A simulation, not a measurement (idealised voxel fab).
Process module name: voxel gate over fins
FYI the section here is cut, 250 nm wide, cells are 5 nm squares.
We lay out every cross-section as a grid of square cells and spell it out in bands from the top down, where one band means one or more rows of cells. What a band's entry tells you: where the top is and where the bottom is, as heights in nm, and after that what lies inside, material by material from left to right, each with its width in nm. Empty space is written as the word "air", and a single material marked with the word "full width" occupies the band from edge to edge. Beneath 0, the wafer as received is one material, and that level is where height counting begins. The lowest band goes on downward without a bottom; it is written like "0 and below". Per-row width for "30..40": begins at first number (top row of band), ends at second number (bottom row), increment between rows held constant. Where a step carries "no alterations made", the cross-section came out of it unchanged, cell for cell. "Closed void inventory" lists enclosed empty spaces (at least 8 cells, no open path upward to the top), each as width x height at distance from the left edge, in nm. Where a step's line continues beyond its settings, the continuation is a remark by the simulator itself on that step. overlay nm: mask right of planned place by this much (step with mask). Neg. = left.

The following list gives the planned process steps:
1) op RECEIVE | material Si
2) op CONFORMAL_DEP | material SiN | thk nm 5
3) op MASKED_ETCH | tone cover | mask id FINS | width nm 15 | pitch nm 35 | etch materials SiN | depth nm 5 | overlay nm 0
4) op MASKED_ETCH | tone cover | mask id FINS | width nm 15 | pitch nm 35 | etch materials Si | depth nm 40 | overlay nm 0
5) op FILL_DEP | material SiO2 | thk nm 15
6) op CMP | height nm 5
7) op SELECTIVE_ETCH | etch materials SiO2 | depth nm 15
8) op STRIP | etch materials SiN
9) op CONFORMAL_DEP | material HfO2 | thk nm 5
10) op CONFORMAL_DEP | material TiN | thk nm 5
11) op FILL_DEP | material W | thk nm 10
12) op CMP | height nm 15
13) op CONFORMAL_DEP | material SiN | thk nm 5

First of two wafers, with the run carried out as planned:

Cross-section of the wafer as it came to us, i.e., already through step 1:
- 0 and below | Si full width
- Closed void inventory: none

You're looking at a cross-section of the wafer after step 2:
- 5 down to 0 | SiN full width
- Everything under 0 stays put, no change at all.

You're looking at a cross-section of the wafer after step 3:
- 5 down to 0 | air 100 nm  SiN 15 nm  air 20 nm  SiN 15 nm  air 100 nm
- Everything under 0 stays put, no change at all.

You're looking at a cross-section of the wafer after step 4:
- 5 down to 0 | air 100 nm  SiN 15 nm  air 20 nm  SiN 15 nm  air 100 nm
- 0 down to -40 | air 100 nm  Si 15 nm  air 20 nm  Si 15 nm  air 100 nm
- Everything under -40 stays put, no change at all.

You're looking at a cross-section of the wafer after step 5:
- 20 down to 5 | SiO2 full width
- 5 down to 0 | SiO2 100 nm  SiN 15 nm  SiO2 20 nm  SiN 15 nm  SiO2 100 nm
- 0 down to -40 | SiO2 100 nm  Si 15 nm  SiO2 20 nm  Si 15 nm  SiO2 100 nm
- Everything under -40 stays put, no change at all.

You're looking at a cross-section of the wafer after step 6:
- 5 down to 0 | SiO2 100 nm  SiN 15 nm  SiO2 20 nm  SiN 15 nm  SiO2 100 nm
- Everything under 0 stays put, no change at all.

You're looking at a cross-section of the wafer after step 7:
- 5 down to 0 | air 100 nm  SiN 15 nm  air 20 nm  SiN 15 nm  air 100 nm
- 0 down to -10 | air 100 nm  Si 15 nm  air 20 nm  Si 15 nm  air 100 nm
- Everything under -10 stays put, no change at all.

You're looking at a cross-section of the wafer after step 8:
- 0 down to -10 | air 100 nm  Si 15 nm  air 20 nm  Si 15 nm  air 100 nm
- Everything under -10 stays put, no change at all.

You're looking at a cross-section of the wafer after step 9:
- 5 down to 0 | air 95 nm  HfO2 25 nm  air 10 nm  HfO2 25 nm  air 95 nm
- 0 down to -5 | air 95 nm  HfO2 5 nm  Si 15 nm  HfO2 5 nm  air 10 nm  HfO2 5 nm  Si 15 nm  HfO2 5 nm  air 95 nm
- -5 down to -10 | HfO2 100 nm  Si 15 nm  HfO2 20 nm  Si 15 nm  HfO2 100 nm
- Everything under -10 stays put, no change at all.

You're looking at a cross-section of the wafer after step 10:
- 10 down to 5 | air 90 nm  TiN 70 nm  air 90 nm
- 5 down to 0 | air 90 nm  TiN 5 nm  HfO2 25 nm  TiN 10 nm  HfO2 25 nm  TiN 5 nm  air 90 nm
- 0 down to -5 | TiN 95 nm  HfO2 5 nm  Si 15 nm  HfO2 5 nm  TiN 10 nm  HfO2 5 nm  Si 15 nm  HfO2 5 nm  TiN 95 nm
- Everything under -5 stays put, no change at all.

You're looking at a cross-section of the wafer after step 11:
- 20 down to 10 | W full width
- 10 down to 5 | W 90 nm  TiN 70 nm  W 90 nm
- 5 down to 0 | W 90 nm  TiN 5 nm  HfO2 25 nm  TiN 10 nm  HfO2 25 nm  TiN 5 nm  W 90 nm
- Everything under 0 stays put, no change at all.

You're looking at a cross-section of the wafer after step 12:
- 15 down to 10 | W full width
- Everything under 10 stays put, no change at all.

You're looking at a cross-section of the wafer after step 13:
- 20 down to 15 | SiN full width
- Everything under 15 stays put, no change at all.

The second wafer began exactly as the first did and followed the same plan, but one mistake was made while running it; through step 8 inclusive, the two wafers are identical:

Cross-sectional view of the second wafer at the intended end time of process step 9: no alterations made

Cross-sectional view of the second wafer at the intended end time of process step 10:
- 5 down to 0 | air 95 nm  TiN 25 nm  air 10 nm  TiN 25 nm  air 95 nm
- 0 down to -5 | air 95 nm  TiN 5 nm  Si 15 nm  TiN 5 nm  air 10 nm  TiN 5 nm  Si 15 nm  TiN 5 nm  air 95 nm
- -5 down to -10 | TiN 100 nm  Si 15 nm  TiN 20 nm  Si 15 nm  TiN 100 nm
- Everything under -10 stays put, no change at all.

Cross-sectional view of the second wafer at the intended end time of process step 11:
- 15 down to 5 | W full width
- 5 down to 0 | W 95 nm  TiN 25 nm  W 10 nm  TiN 25 nm  W 95 nm
- 0 down to -5 | W 95 nm  TiN 5 nm  Si 15 nm  TiN 5 nm  W 10 nm  TiN 5 nm  Si 15 nm  TiN 5 nm  W 95 nm
- Everything under -5 stays put, no change at all.

Cross-sectional view of the second wafer at the intended end time of process step 12: no alterations made

Cross-sectional view of the second wafer at the intended end time of process step 13:
- 20 down to 15 | SiN full width
- Everything under 15 stays put, no change at all.
So what did we get wrong on this run? step 9 from the plan never happened, it was just skipped
End check, counted in cells, second wafer has more or fewer of these materials than the first: 58 fewer of HfO2; 58 more of W
